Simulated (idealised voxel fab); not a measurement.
The following is a process module called voxel capacitor over wiring.
FYI the section here is cut, 270 nm wide, cells are 5 nm squares.
Format of a cross-section: grid, square cells. Given as bands. Order: top down. Band: one or more rows of cells. Per band: top height and bottom height in nm, followed by the left-to-right materials and their widths in nm; "full width" marks a single material spanning edge to edge, "blank" marks empty space. Basically, 0 is our baseline, since under it the wafer straight out of the box is all one material. The bottom band has no lower end and keeps on going down, so it looks like "0 nm and below". You'd read "30 to 40" like this: the band's top row of cells is as wide as the first number, its bottom row is as wide as the second, and going down, every row changes width by the same amount as the row before did. Any step labelled "stayed the same" changed none of the cells in the cross-section. This entry, "Closed cavity list", enumerates those empty regions of no fewer than 8 cells that possess no open connection to the top. Each region is reported in the form width x height at distance, the distance being taken from the left edge, with all three quantities expressed in nm. It should be noted that, on the line of a given step, the content following the step's settings is a remark produced by the simulator itself with respect to that step. If you see "overlay nm" on a step's line and that step has a mask, it's telling you how far right of where it was planned the mask ended up; a negative number means it went left instead.
# Planned process steps
- 1: RECEIVE with material Si
- 2: CONFORMAL_DEP with material SiO2, thk nm 15
- 3: CONFORMAL_DEP with material SiN, thk nm 5
- 4: DIRECTIONAL_DEP with material SiO2, thk nm 20
- 5: PATTERN with tone open, mask id METAL_1, material resist, width nm 30, pitch nm 90, thk nm 20, overlay nm 0
- 6: DIRECTIONAL_ETCH with etch materials SiO2, depth nm 20
- 7: DIRECTIONAL_ETCH with etch materials SiN, depth nm 5
- 8: STRIP with etch materials resist
- 9: CONFORMAL_DEP with material TiN, thk nm 5
- 10: FILL_DEP with material Ru, thk nm 10
- 11: CMP with height nm 40
- 12: EPI with material Ru, thk nm 5
- 13: FILL_DEP with material SiCN, thk nm 5
- 14: DIRECTIONAL_DEP with material lowk, thk nm 15
- 15: DIRECTIONAL_DEP with material aC, thk nm 10
- 16: PATTERN with tone open, mask id PLUG_1, material resist, width nm 15, thk nm 25, overlay nm 0
- 17: DIRECTIONAL_ETCH with etch materials aC, depth nm 10
- 18: STRIP with etch materials resist
- 19: DIRECTIONAL_ETCH with etch materials lowk, depth nm 15
- 20: DIRECTIONAL_ETCH with etch materials SiCN, depth nm 5
- 21: STRIP with etch materials aC
- 22: CONFORMAL_DEP with material TiN, thk nm 5
- 23: FILL_DEP with material Cu, thk nm 5
- 24: CMP with height nm 65
- 25: DIRECTIONAL_DEP with material TiN, thk nm 5
- 26: DIRECTIONAL_DEP with material Al2O3, thk nm 5
- 27: DIRECTIONAL_DEP with material TiN, thk nm 10
- 28: DIRECTIONAL_DEP with material aC, thk nm 15
- 29: PATTERN with tone cover, mask id UPPER_PLATE, material resist, width nm 65, thk nm 35, overlay nm 0
- 30: DIRECTIONAL_ETCH with etch materials aC, depth nm 15
- 31: STRIP with etch materials resist
- 32: DIRECTIONAL_ETCH with etch materials TiN, depth nm 10
- 33: DIRECTIONAL_ETCH with etch materials Al2O3, depth nm 5
- 34: STRIP with etch materials aC
- 35: PATTERN with tone cover, mask id LOWER_PLATE, material resist, width nm 65, thk nm 20, overlay nm 0
- 36: DIRECTIONAL_ETCH with etch materials TiN, depth nm 5
- 37: STRIP with etch materials resist
- 38: FILL_DEP with material SiO2, thk nm 15
- 39: CMP with height nm 95
- 40: MASKED_ETCH with tone open, mask id PLUG_2, width nm 15, etch materials SiO2, depth nm 10, overlay nm 0
- 41: CONFORMAL_DEP with material TiN, thk nm 5
- 42: FILL_DEP with material Cu, thk nm 10
- 43: CMP with height nm 95
- 44: CONFORMAL_DEP with material SiCN, thk nm 5
Wafers differ in width nm at step 35; plan lists the first wafer's value; identical starting state.
# Cross-section of the first incoming wafer of several, state after step 1
    0 nm and below | Si full width
    Closed cavity list: none
# Tabulated below, wafer by wafer, are the end-of-module results: for each material, the number of cells gained (+) or lost (-) relative to the as-received state, followed by the closed voids
width nm 65, +13 Al2O3, +4 Cu, +48 Ru, +143 SiCN, +42 SiN, +596 SiO2, +81 TiN, +153 lowk, Closed cavity list: none
width nm 70, +13 Al2O3, +4 Cu, +48 Ru, +143 SiCN, +42 SiN, +595 SiO2, +82 TiN, +153 lowk, Closed cavity list: none
width nm 75, +13 Al2O3, +4 Cu, +48 Ru, +143 SiCN, +42 SiN, +594 SiO2, +83 TiN, +153 lowk, Closed cavity list: none
width nm 80, +13 Al2O3, +4 Cu, +48 Ru, +143 SiCN, +42 SiN, +593 SiO2, +84 TiN, +153 lowk, Closed cavity list: none
width nm 85, +13 Al2O3, +4 Cu, +48 Ru, +143 SiCN, +42 SiN, +592 SiO2, +85 TiN, +153 lowk, Closed cavity list: none
width nm 90, +13 Al2O3, +4 Cu, +48 Ru, +143 SiCN, +42 SiN, +591 SiO2, +86 TiN, +153 lowk, Closed cavity list: none
